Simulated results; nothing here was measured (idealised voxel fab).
The document below concerns the process module designated voxel wiring stack.
The cross-section on display is named cut; it measures 220 nm wide, and its cells are 5 nm squares.
Cross-section = grid of square cells, listed top down in bands; band = one or more rows. This entry defines a band. It first specifies the height of the band's top and the height of its bottom in nm, and then specifies the band's materials from left to right, stating each material with its width in nm. The word "everywhere" identifies a single material that fills the band from edge to edge, while the word "empty" identifies empty space. All heights in this document are referenced to 0, defined as the level beneath which the wafer, as received, consists entirely of one material. The lowest band is not bounded below; it extends indefinitely downward and is written in the form "top 0, no bottom". So if you see something like "30..40" for the width, read it as the top row of the band sitting at the first number and the bottom row at the second, with every row in between moving by the same amount as the last. Where a step carries "no modification", the cross-section came out of it unchanged, cell for cell. This entry, "Unvented internal voids", enumerates those empty regions of no fewer than 8 cells that possess no open connection to the top. Each region is reported in the form width x height at distance, the distance being taken from the left edge, with all three quantities expressed in nm. Note: text after step settings on the step line = simulator remark on that step. The "overlay nm" setting may appear on a step's line; for a step that uses a mask, it gives how far to the right of its planned position the mask lay, and a negative value indicates the left.

Steps in the process plan:
1 RECEIVE,material Si
2 CONFORMAL_DEP,material SiO2,thk nm 10
3 CONFORMAL_DEP,material SiN,thk nm 5
4 DIRECTIONAL_DEP,material lowk,thk nm 25
5 MASKED_ETCH,tone open,mask id METAL_1,width nm 25,pitch nm 45,etch materials lowk,depth nm 25,overlay nm 0
6 MASKED_ETCH,tone open,mask id METAL_1,width nm 25,pitch nm 45,etch materials SiN,depth nm 5,overlay nm 0
7 CONFORMAL_DEP,material TiN,thk nm 5
8 FILL_DEP,material Cu,thk nm 10
9 CMP,height nm 40
10 EPI,material Ru,thk nm 5
11 FILL_DEP,material SiCN,thk nm 5
12 DIRECTIONAL_DEP,material SiO2,thk nm 10
13 PATTERN,tone open,mask id PLUG_1,material resist,width nm 15,pitch nm 45,thk nm 20,overlay nm 0
14 DIRECTIONAL_ETCH,etch materials SiO2,depth nm 10
15 DIRECTIONAL_ETCH,etch materials SiCN,depth nm 5
16 STRIP,etch materials resist
17 EPI,material Ru,thk nm 10
18 EPI,material Ru,thk nm 5
19 DIRECTIONAL_DEP,material TiN,thk nm 5
20 DIRECTIONAL_DEP,material W,thk nm 15
21 PATTERN,tone cover,mask id METAL_2,material resist,width nm 25,pitch nm 45,thk nm 15,overlay nm 0
22 DIRECTIONAL_ETCH,etch materials W,depth nm 15
23 DIRECTIONAL_ETCH,etch materials TiN,depth nm 5
24 STRIP,etch materials resist
25 FILL_DEP,material lowk,thk nm 10
26 CMP,height nm 80
27 CONFORMAL_DEP,material SiCN,thk nm 5
28 DIRECTIONAL_DEP,material lowk,thk nm 20
29 PATTERN,tone open,mask id PLUG_2,material resist,width nm 15,pitch nm 45,thk nm 15,overlay nm 0
30 DIRECTIONAL_ETCH,etch materials lowk,depth nm 20
31 DIRECTIONAL_ETCH,etch materials SiCN,depth nm 5
32 STRIP,etch materials resist
33 EPI,material Ru,thk nm 10
34 EPI,material Ru,thk nm 10
35 EPI,material Ru,thk nm 5
36 CONFORMAL_DEP,material SiCN,thk nm 5
37 DIRECTIONAL_DEP,material lowk,thk nm 25
38 MASKED_ETCH,tone open,mask id METAL_3,width nm 25,pitch nm 45,etch materials lowk,depth nm 25,overlay nm 0
39 MASKED_ETCH,tone open,mask id METAL_3,width nm 15,pitch nm 45,etch materials SiCN,depth nm 5,overlay nm 0
40 CONFORMAL_DEP,material TiN,thk nm 5
41 FILL_DEP,material Ru,thk nm 10
42 CMP,height nm 135
43 CONFORMAL_DEP,material SiCN,thk nm 5
44 DIRECTIONAL_DEP,material lowk,thk nm 10
45 MASKED_ETCH,tone open,mask id PLUG_3,width nm 15,pitch nm 90,etch materials lowk,depth nm 10,overlay nm 0
46 MASKED_ETCH,tone open,mask id PLUG_3,width nm 15,pitch nm 90,etch materials SiCN,depth nm 5,overlay nm 0
47 EPI,material Ru,thk nm 10
48 EPI,material Ru,thk nm 5
49 CONFORMAL_DEP,material SiN,thk nm 5
50 DIRECTIONAL_DEP,material SiO2,thk nm 25
51 PATTERN,tone open,mask id METAL_4,material resist,width nm 25,pitch nm 45,thk nm 20,overlay nm 0
52 DIRECTIONAL_ETCH,etch materials SiO2,depth nm 25
53 DIRECTIONAL_ETCH,etch materials SiN,depth nm 5
54 STRIP,etch materials resist
55 CONFORMAL_DEP,material TiN,thk nm 5
56 FILL_DEP,material Cu,thk nm 10
57 CMP,height nm 180
58 EPI,material Ru,thk nm 5
59 FILL_DEP,material SiCN,thk nm 5
Heads up: all these wafers start the same, and what changes between them is the width nm in step 39. The value you see in the plan is just what the first wafer got.

First wafer as received, after step 1:
	top 0, no bottom = Si everywhere
	Unvented internal voids: none

Each row below is a wafer at the end of the module, listing for every material the number of cells it has gained (+) or lost (-) since it was received, followed by its closed voids:
width nm 15 | +120 Cu | +222 Ru | +210 SiCN | +48 SiN | +272 SiO2 | +200 TiN | +60 W | +540 lowk | Unvented internal voids: none
width nm 20 | +120 Cu | +226 Ru | +206 SiCN | +48 SiN | +272 SiO2 | +200 TiN | +60 W | +540 lowk | Unvented internal voids: none
width nm 25 | +120 Cu | +230 Ru | +202 SiCN | +48 SiN | +272 SiO2 | +200 TiN | +60 W | +540 lowk | Unvented internal voids: none
width nm 30 | +120 Cu | +230 Ru | +202 SiCN | +48 SiN | +272 SiO2 | +200 TiN | +60 W | +540 lowk | Unvented internal voids: none
